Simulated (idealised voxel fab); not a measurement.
process module | voxel local oxidation
cross-section cut | 145 nm wide | cells 5 nm
A cross-section is a grid of square cells, given in bands from the top down. A band is one or more rows of cells.
Each band's line starts with the height of the band's top and of its bottom, in nm. Then come its materials from left to right, each with its width in nm. One material with "throughout" fills the band from edge to edge. "air" is empty space.
Height 0 is the level under which the wafer as received is all one material. The lowest band goes on downwards, as in "0 down".
A width such as "30 to 40" changes by the same amount from each row of cells to the next, from the band's top row to its bottom row.
"no change" after a step means that no cell of the cross-section changed.
closed voids: empty space of 8 cells or more with no open way to the top, each as width x height at its distance from the left edge, in nm
after a step's settings: what the simulator itself notes on the step
overlay nm, on a step with a mask: how far to the right of its planned place the mask lay; to the left if negative
plan
1 op RECEIVE | material Si
2 op CONFORMAL_DEP | material SiO2 | thk nm 5
3 op CONFORMAL_DEP | material SiN | thk nm 10
4 op PATTERN | tone cover | mask id ACTIVE | material resist | width nm 115 | thk nm 20 | overlay nm 0
5 op DIRECTIONAL_ETCH | etch materials SiN | depth nm 10
6 op STRIP | etch materials resist
7 op SELECTIVE_ETCH | etch materials SiO2 | depth nm 5
8 op OXIDIZE | depth nm 10
9 op STRIP | etch materials SiN
as received, after step 1
  0 down: Si throughout
  closed voids: none
a wafer at the end: this start, this plan, one mistake
  10 to 0: SiO2 throughout
  0 down: Si throughout
  closed voids: none
what went wrong: step 3 ran as: op CONFORMAL_DEP | material SiO2 | thk nm 10
